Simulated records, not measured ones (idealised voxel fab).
Process module, titled voxel transistor to metal
FYI the section here is cut, 165 nm wide, cells are 5 nm squares.
Cross-section layout: square cells on a grid; listed as bands, top to bottom; a band spans one or more cell rows.
Top height, bottom height, nm. Materials left to right, width each, nm. Single material + "edge to edge" = fills band edge to edge. "air" = empty.
Heights from 0 (as-received wafer is one material below). Bottom band endless downward, as "0..down".
Width "30 to 40": first value at the band's top row of cells, second value at its bottom row, equal change from row to row.
A step reported as "same as before" is a step in which no cell of the cross-section changed.
"Cavities, closed" specifies each empty space that is not open to the top and that occupies no fewer than 8 cells, using the form width x height at distance, the distance measured from the left edge and all three quantities in nm.
On a step's line, text after the settings is the simulator commenting on that step.
overlay nm: how far to the right of its planned place the mask lay on this masked step (negative: to the left).
Here's what the planned process steps look like:
1: RECEIVE, material Si
2: CONFORMAL_DEP, material SiO2, thk nm 5
3: CONFORMAL_DEP, material SiN, thk nm 10
4: MASKED_ETCH, tone cover, mask id ACTIVE, width nm 105, etch materials SiN, depth nm 10, overlay nm 0
5: MASKED_ETCH, tone cover, mask id ACTIVE, width nm 105, etch materials SiO2, depth nm 5, overlay nm 0
6: MASKED_ETCH, tone cover, mask id ACTIVE, width nm 105, etch materials Si, depth nm 30, overlay nm 0
7: FILL_DEP, material SiO2, thk nm 5
8: CMP, height nm 15
9: SELECTIVE_ETCH, etch materials SiO2, depth nm 10
10: STRIP, etch materials SiN
11: SELECTIVE_ETCH, etch materials SiO2, depth nm 5
12: OXIDIZE, depth nm 5
13: DIRECTIONAL_DEP, material polySi, thk nm 25
14: DIRECTIONAL_DEP, material SiCN, thk nm 15
15: PATTERN, tone cover, mask id GATE, material resist, width nm 15, thk nm 20, overlay nm 0
16: DIRECTIONAL_ETCH, etch materials SiCN, depth nm 25
17: DIRECTIONAL_ETCH, etch materials polySi, depth nm 35
18: STRIP, etch materials resist
19: CONFORMAL_DEP, material SiO2, thk nm 5
20: DIRECTIONAL_ETCH, etch materials SiO2, depth nm 5
21: CONFORMAL_DEP, material SiN, thk nm 5
22: DIRECTIONAL_ETCH, etch materials SiN, depth nm 5
23: DIRECTIONAL_ETCH, etch materials SiO2, depth nm 5
24: DIRECTIONAL_ETCH, etch materials Si, depth nm 10
25: EPI, material pSi, thk nm 15
26: FILL_DEP, material SiO2, thk nm 5
27: CMP, height nm 40
28: DIRECTIONAL_DEP, material SiO2, thk nm 10
29: DIRECTIONAL_DEP, material aC, thk nm 10
30: PATTERN, tone open, mask id CONTACT, material resist, width nm 30, pitch nm 55, thk nm 25, overlay nm 0
31: DIRECTIONAL_ETCH, etch materials aC, depth nm 10
32: STRIP, etch materials resist
33: DIRECTIONAL_ETCH, etch materials SiO2, depth nm 50
34: STRIP, etch materials aC
35: CONFORMAL_DEP, material TiN, thk nm 5
36: FILL_DEP, material W, thk nm 10
37: CMP, height nm 50
38: DIRECTIONAL_DEP, material TiN, thk nm 5
39: DIRECTIONAL_DEP, material W, thk nm 20
40: MASKED_ETCH, tone cover, mask id METAL_1, width nm 15, pitch nm 70, etch materials W, depth nm 20, overlay nm 0
41: MASKED_ETCH, tone cover, mask id METAL_1, width nm 15, pitch nm 70, etch materials TiN, depth nm 5, overlay nm 0
42: FILL_DEP, material lowk, thk nm 10
43: CMP, height nm 75
44: CONFORMAL_DEP, material SiCN, thk nm 5
45: DIRECTIONAL_DEP, material lowk, thk nm 25
46: MASKED_ETCH, tone open, mask id METAL_2, width nm 15, pitch nm 70, etch materials lowk, depth nm 15, overlay nm 0
47: MASKED_ETCH, tone open, mask id METAL_2_HOLES, width nm 15, pitch nm 70, etch materials lowk, depth nm 10, overlay nm 0
48: MASKED_ETCH, tone open, mask id METAL_2_HOLES, width nm 15, pitch nm 70, etch materials SiCN, depth nm 5, overlay nm 0
49: CONFORMAL_DEP, material TiN, thk nm 5
50: FILL_DEP, material Cu, thk nm 10
51: CMP, height nm 105
52: CONFORMAL_DEP, material SiCN, thk nm 5
Wafer as received: cross-section following step 1:
* 0..down | Si edge to edge
* Cavities, closed: none
Cross-section taken at module completion on the first of two wafers; processed per the plan:
* 110..105 | SiCN edge to edge
* 105..80 | lowk (40), then TiN (5), then Cu (5), then TiN (5), then lowk (55), then TiN (5), then Cu (5), then TiN (5), then lowk (40)
* 80..75 | SiCN (40), then TiN (15), then SiCN (55), then TiN (15), then SiCN (40)
* 75..55 | lowk (40), then W (15), then lowk (55), then W (15), then lowk (40)
* 55..50 | lowk (40), then TiN (15), then lowk (55), then TiN (15), then lowk (40)
* 50..40 | SiO2 (40), then TiN (5), then W (20 to 15), then TiN (5 to 10), then SiO2 (25), then TiN (5 to 10), then W (20 to 15), then TiN (5), then SiO2 (40)
* 40..25 | SiO2 (40), then TiN (5), then W (15), then TiN (5), then SiN (5), then SiO2 (5), then SiCN (15), then SiO2 (5), then SiN (5), then TiN (5), then W (15), then TiN (5), then SiO2 (40)
* 25..15 | SiO2 (40), then TiN (5), then W (15), then TiN (5), then SiN (5), then SiO2 (5), then polySi (15), then SiO2 (5), then SiN (5), then TiN (5), then W (15), then TiN (5), then SiO2 (40)
* 15..10 | SiO2 (40), then TiN (25), then SiN (5), then SiO2 (5), then polySi (15), then SiO2 (5), then SiN (5), then TiN (25), then SiO2 (40)
* 10..0 | SiO2 (40), then TiN (10), then pSi (15), then SiN (5), then SiO2 (5), then polySi (15), then SiO2 (5), then SiN (5), then pSi (15), then TiN (10), then SiO2 (40)
* 0..-5 | SiO2 (25), then pSi (40), then SiO2 (35), then pSi (40), then SiO2 (25)
* -5..-15 | SiO2 (30), then pSi (35), then Si (35), then pSi (35), then SiO2 (30)
* -15..-30 | SiO2 (30), then Si (105), then SiO2 (30)
* -30..down | Si edge to edge
* Cavities, closed: none
Second of two wafers, module complete, sectioned: it shares the first wafer's start and plan but was run with one mistake:
* 110..105 | SiCN edge to edge
* 105..95 | lowk (40), then TiN (5), then Cu (15 to 5), then TiN (5 to 15), then lowk (45), then TiN (5), then Cu (15 to 5), then TiN (5 to 15), then lowk (30)
* 95..90 | lowk (40), then TiN (15), then lowk (55), then TiN (15), then lowk (40)
* 90..80 | lowk (50), then TiN (5), then lowk (65), then TiN (5), then lowk (40)
* 80..75 | SiCN (50), then TiN (5), then SiCN (65), then TiN (5), then SiCN (40)
* 75..55 | lowk (40), then W (15), then lowk (55), then W (15), then lowk (40)
* 55..50 | lowk (40), then TiN (15), then lowk (55), then TiN (15), then lowk (40)
* 50..40 | SiO2 (40), then TiN (5), then W (20 to 15), then TiN (5 to 10), then SiO2 (25), then TiN (5 to 10), then W (20 to 15), then TiN (5), then SiO2 (40)
* 40..25 | SiO2 (40), then TiN (5), then W (15), then TiN (5), then SiN (5), then SiO2 (5), then SiCN (15), then SiO2 (5), then SiN (5), then TiN (5), then W (15), then TiN (5), then SiO2 (40)
* 25..15 | SiO2 (40), then TiN (5), then W (15), then TiN (5), then SiN (5), then SiO2 (5), then polySi (15), then SiO2 (5), then SiN (5), then TiN (5), then W (15), then TiN (5), then SiO2 (40)
* 15..10 | SiO2 (40), then TiN (25), then SiN (5), then SiO2 (5), then polySi (15), then SiO2 (5), then SiN (5), then TiN (25), then SiO2 (40)
* 10..0 | SiO2 (40), then TiN (10), then pSi (15), then SiN (5), then SiO2 (5), then polySi (15), then SiO2 (5), then SiN (5), then pSi (15), then TiN (10), then SiO2 (40)
* 0..-5 | SiO2 (25), then pSi (40), then SiO2 (35), then pSi (40), then SiO2 (25)
* -5..-15 | SiO2 (30), then pSi (35), then Si (35), then pSi (35), then SiO2 (30)
* -15..-30 | SiO2 (30), then Si (105), then SiO2 (30)
* -30..down | Si edge to edge
* Cavities, closed: none
It is concluded that the wafer was processed incorrectly with respect to the plan, in that the process deviated at step 47: the operation and settings actually run there were MASKED_ETCH, tone open, mask id METAL_2_HOLES, width nm 15, pitch nm 70, etch materials lowk, depth nm 10, overlay nm 10
Final wafer comparison in cells, second versus first, more or fewer per material: Cu -2; SiCN +4; TiN -2
